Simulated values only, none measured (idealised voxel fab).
Process module name: voxel gate over fins
Xsec cut, 235 nm wide, square cell size 5 nm.
When this document writes out a cross-section, it uses a grid of square cells and lists it as bands, beginning at the top and moving down, with a band standing for one or more rows of cells.
Band: top height; bottom height; in nm. Then, left to right: material with width in nm, for each material. "everywhere": a single material spanning edge to edge. "air": empty space.
Below 0: as-received wafer, all one material; heights counted from there. Lowest band: no bottom, goes on down, written "z 0 and below".
Read "30 to 40" as a graded width: first number on top, second number at the bottom, same change between each pair of neighbouring rows.
Step note "nothing was modified" = no cross-section cell changed.
"Tabulated closed voids" specifies each empty space that is not open to the top and that occupies no fewer than 8 cells, using the form width x height at distance, the distance measured from the left edge and all three quantities in nm.
Heads up: the bit after the settings on a step's line is the simulator's remark on that step.
overlay nm: mask right of planned place by this much (step with mask). Neg. = left.

**The planned process steps are enumerated hereunder**
1. RECEIVE, material Si
2. CONFORMAL_DEP, material SiN, thk nm 5
3. PATTERN, tone cover, mask id FINS, material resist, width nm 15, pitch nm 50, thk nm 20, overlay nm 0
4. DIRECTIONAL_ETCH, etch materials SiN, depth nm 5
5. DIRECTIONAL_ETCH, etch materials Si, depth nm 30
6. STRIP, etch materials resist
7. FILL_DEP, material SiO2, thk nm 5
8. CMP, height nm 5
9. PATTERN, tone open, mask id RAIL, material resist, width nm 15, thk nm 20, overlay nm 0
10. DIRECTIONAL_ETCH, etch materials SiO2, depth nm 30
11. STRIP, etch materials resist
12. CONFORMAL_DEP, material TiN, thk nm 5
13. FILL_DEP, material Ru, thk nm 5
14. CMP, height nm 5
15. SELECTIVE_ETCH, etch materials W Ru TiN, depth nm 20
16. FILL_DEP, material SiO2, thk nm 5
17. CMP, height nm 5
18. SELECTIVE_ETCH, etch materials SiO2, depth nm 15
19. STRIP, etch materials SiN
20. CONFORMAL_DEP, material HfO2, thk nm 5
21. CONFORMAL_DEP, material TiN, thk nm 5
22. CONFORMAL_DEP, material TiAl, thk nm 5
23. CONFORMAL_DEP, material TiN, thk nm 5
24. FILL_DEP, material W, thk nm 15
25. CMP, height nm 30
26. CONFORMAL_DEP, material SiN, thk nm 10

**Cross-section of the wafer upon arrival, representing the state reached after step 1**
  z 0 and below | Si everywhere
  Tabulated closed voids: none

**Cross-section at module end, one run error; start and plan unchanged from above**
  z 40 to 30 | SiN everywhere
  z 30 to 15 | W everywhere
  z 15 to 5 | W (70); TiN (45); W (5); TiN (45); W (70)
  z 5 to 0 | TiN (80); HfO2 (25); TiN (25); HfO2 (25); TiN (80)
  z 0 to -5 | TiN (80); HfO2 (5); Si (15); HfO2 (5); TiN (25); HfO2 (5); Si (15); HfO2 (5); TiN (80)
  z -5 to -10 | HfO2 (85); Si (15); HfO2 (35); Si (15); HfO2 (85)
  z -10 to -15 | SiO2 (85); Si (15); SiO2 (35); Si (15); SiO2 (85)
  z -15 to -20 | SiO2 (85); Si (15); SiO2 (10); TiN (5); Ru (5); TiN (5); SiO2 (10); Si (15); SiO2 (85)
  z -20 to -25 | SiO2 (85); Si (15); SiO2 (10); TiN (15); SiO2 (10); Si (15); SiO2 (85)
  z -25 to -30 | SiO2 (85); Si (15); SiO2 (35); Si (15); SiO2 (85)
  z -30 and below | Si everywhere
  Tabulated closed voids: none
The mistake made against the process plan was this: skipped: plan step 22 (never run)
